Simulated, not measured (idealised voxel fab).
The name of this process module is voxel ribs on slabs.
Each square cell in cross-section cut measures 5 nm, and the section as a whole is 185 nm wide.
The cross-sections in this document take the form of a grid made of square cells. They are written out as bands, in order from top to bottom. Each band consists of one or more rows of cells. It is stipulated that each band's entry specify, in nanometres, the height of the top of the band and then that of its bottom, followed by the materials of the band in left-to-right sequence, each together with its width in nanometres. A single material marked by the word "all across" is understood to fill the band from edge to edge; the word "blank" is understood to denote empty space. Measure heights from 0. That's the level where, below it, the as-received wafer is all one material. The lowest band is bottomless and extends downward; write it as in "z 0 and below". Note: "30..40" means the width goes from the first number (top row of the band) to the second number (bottom row) in equal steps per row of cells. Step marked "everything unchanged"? Then no cell in the cross-section changed in it. Basically, "Closed void listing" tells you about the enclosed voids: empty spaces with no open way to the top, 8 cells or bigger, each written width x height at distance, where distance is from the left edge, all in nm. Step line, after settings: the simulator's comment on this step. The "overlay nm" setting may appear on a step's line; for a step that uses a mask, it gives how far to the right of its planned position the mask lay, and a negative value indicates the left.
[Set out below are the planned steps of the process]
1,RECEIVE | material Si
2,DIRECTIONAL_DEP | material SiO2 | thk nm 25
3,DIRECTIONAL_DEP | material polySi | thk nm 15
4,PATTERN | tone cover | mask id RIB | material resist | width nm 25 | thk nm 15 | overlay nm 0
5,DIRECTIONAL_ETCH | etch materials polySi | depth nm 10
6,STRIP | etch materials resist
7,MASKED_ETCH | tone cover | mask id SLAB | width nm 65 | etch materials polySi | depth nm 5 | overlay nm 0
8,FILL_DEP | material SiO2 | thk nm 20
9,CMP | height nm 50
10,DIRECTIONAL_DEP | material TiN | thk nm 10
11,MASKED_ETCH | tone cover | mask id HEATER | width nm 35 | etch materials TiN | depth nm 10 | overlay nm 0
12,CONFORMAL_DEP | material SiN | thk nm 5
[Concerning the first of two wafers, which was run in accordance with the plan]
[as received, after step 1]
	z 0 and below  Si all across
	Closed void listing: none
[How the wafer stands in section after step 2]
	z 25 to 0  SiO2 all across
	Under the height 0 nothing was changed.
[How the wafer stands in section after step 3]
	z 40 to 25  polySi all across
	Under the height 25 nothing was changed.
[How the wafer stands in section after step 4]
	z 55 to 40  blank=80 / resist=25 / blank=80
	Under the height 40 nothing was changed.
[How the wafer stands in section after step 5]
	z 55 to 40  blank=80 / resist=25 / blank=80
	z 40 to 30  blank=80 / polySi=25 / blank=80
	Under the height 30 nothing was changed.
[How the wafer stands in section after step 6]
	z 40 to 30  blank=80 / polySi=25 / blank=80
	Under the height 30 nothing was changed.
[How the wafer stands in section after step 7]
	z 40 to 30  blank=80 / polySi=25 / blank=80
	z 30 to 25  blank=60 / polySi=65 / blank=60
	Under the height 25 nothing was changed.
[How the wafer stands in section after step 8]
	z 60 to 40  SiO2 all across
	z 40 to 30  SiO2=80 / polySi=25 / SiO2=80
	z 30 to 25  SiO2=60 / polySi=65 / SiO2=60
	Under the height 25 nothing was changed.
[How the wafer stands in section after step 9]
	z 50 to 40  SiO2 all across
	Under the height 40 nothing was changed.
[How the wafer stands in section after step 10]
	z 60 to 50  TiN all across
	Under the height 50 nothing was changed.
[How the wafer stands in section after step 11]
	z 60 to 50  blank=75 / TiN=35 / blank=75
	Under the height 50 nothing was changed.
[How the wafer stands in section after step 12]
	z 65 to 60  blank=70 / SiN=45 / blank=70
	z 60 to 55  blank=70 / SiN=5 / TiN=35 / SiN=5 / blank=70
	z 55 to 50  SiN=75 / TiN=35 / SiN=75
	Under the height 50 nothing was changed.
[Second of two: same start, same plan, one run error; steps up to and including 2 match the first]
[Planned end of step 3: second wafer, cross-section]
	z 55 to 25  polySi all across
	Under the height 25 nothing was changed.
[Planned end of step 4: second wafer, cross-section]
	z 70 to 55  blank=80 / resist=25 / blank=80
	Under the height 55 nothing was changed.
[Planned end of step 5: second wafer, cross-section]
	z 70 to 55  blank=80 / resist=25 / blank=80
	z 55 to 45  blank=80 / polySi=25 / blank=80
	Under the height 45 nothing was changed.
[Planned end of step 6: second wafer, cross-section]
	z 55 to 45  blank=80 / polySi=25 / blank=80
	Under the height 45 nothing was changed.
[Planned end of step 7: second wafer, cross-section]
	z 55 to 45  blank=80 / polySi=25 / blank=80
	z 45 to 40  blank=60 / polySi=65 / blank=60
	Under the height 40 nothing was changed.
[Planned end of step 8: second wafer, cross-section]
	z 75 to 55  SiO2 all across
	z 55 to 45  SiO2=80 / polySi=25 / SiO2=80
	z 45 to 40  SiO2=60 / polySi=65 / SiO2=60
	Under the height 40 nothing was changed.
[Planned end of step 9: second wafer, cross-section]
	z 50 to 40  SiO2=80..60 / polySi=25..65 / SiO2=80..60
	Under the height 40 nothing was changed.
[Planned end of step 10: second wafer, cross-section]
	z 60 to 50  TiN all across
	Under the height 50 nothing was changed.
[Planned end of step 11: second wafer, cross-section]
	z 60 to 50  blank=75 / TiN=35 / blank=75
	Under the height 50 nothing was changed.
[Planned end of step 12: second wafer, cross-section]
	z 65 to 60  blank=70 / SiN=45 / blank=70
	z 60 to 55  blank=70 / SiN=5 / TiN=35 / SiN=5 / blank=70
	z 55 to 50  SiN=75 / TiN=35 / SiN=75
	Under the height 50 nothing was changed.
What was the processing mistake? step 3 of the plan was performed twice
Looking at both finished wafers in cells, the second ends up ahead of or behind the first on some materials: 106 fewer of SiO2; 106 more of polySi
